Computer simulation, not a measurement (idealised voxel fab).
process module | voxel ribs on slabs
cross-section cut | 160 nm wide | cells 5 nm
A cross-section is a grid of square cells, given in bands from the top down. A band is one or more rows of cells.
Each band's line starts with the height of the band's top and of its bottom, in nm. Then come its materials from left to right, each with its width in nm. One material with "throughout" fills the band from edge to edge. "air" is empty space.
Height 0 is the level under which the wafer as received is all one material. The lowest band goes on downwards, as in "0 down".
A width such as "30 to 40" changes by the same amount from each row of cells to the next, from the band's top row to its bottom row.
"no change" after a step means that no cell of the cross-section changed.
closed voids: empty space of 8 cells or more with no open way to the top, each as width x height at its distance from the left edge, in nm
after a step's settings: what the simulator itself notes on the step
overlay nm, on a step with a mask: how far to the right of its planned place the mask lay; to the left if negative
plan
1 op RECEIVE | material Si
2 op DIRECTIONAL_DEP | material SiO2 | thk nm 20
3 op DIRECTIONAL_DEP | material polySi | thk nm 20
4 op PATTERN | tone cover | mask id RIB | material resist | width nm 30 | thk nm 15 | overlay nm 0
5 op DIRECTIONAL_ETCH | etch materials polySi | depth nm 5
6 op STRIP | etch materials resist
7 op PATTERN | tone cover | mask id SLAB | material resist | width nm 60 | thk nm 20 | overlay nm 0
8 op DIRECTIONAL_ETCH | etch materials polySi | depth nm 15
9 op STRIP | etch materials resist
10 op FILL_DEP | material SiO2 | thk nm 20
11 op CMP | height nm 50
12 op DIRECTIONAL_DEP | material TiN | thk nm 10
13 op PATTERN | tone cover | mask id HEATER | material resist | width nm 40 | thk nm 15 | overlay nm 0
14 op DIRECTIONAL_ETCH | etch materials TiN | depth nm 10
15 op STRIP | etch materials resist
16 op CONFORMAL_DEP | material SiO2 | thk nm 5
as received, after step 1
  0 down: Si throughout
  closed voids: none
first wafer at the end, as planned
  65 to 60: air 55 | SiO2 50 | air 55
  60 to 55: air 55 | SiO2 5 | TiN 40 | SiO2 5 | air 55
  55 to 50: SiO2 60 | TiN 40 | SiO2 60
  50 to 40: SiO2 throughout
  40 to 35: SiO2 65 | polySi 30 | SiO2 65
  35 to 20: SiO2 50 | polySi 60 | SiO2 50
  20 to 0: SiO2 throughout
  0 down: Si throughout
  closed voids: none
second wafer at the end: like start, like plan, one mistake
  65 to 60: air 55 | SiO2 50 | air 55
  60 to 55: air 55 | SiO2 5 | TiN 40 | SiO2 5 | air 55
  55 to 50: SiO2 60 | TiN 40 | SiO2 60
  50 to 20: SiO2 throughout
  20 to 0: polySi throughout
  0 down: Si throughout
  closed voids: none
what went wrong: steps 2 and 3 were swapped
at the end the second wafer has, in cells: 86 fewer of SiO2 | 86 more of polySi
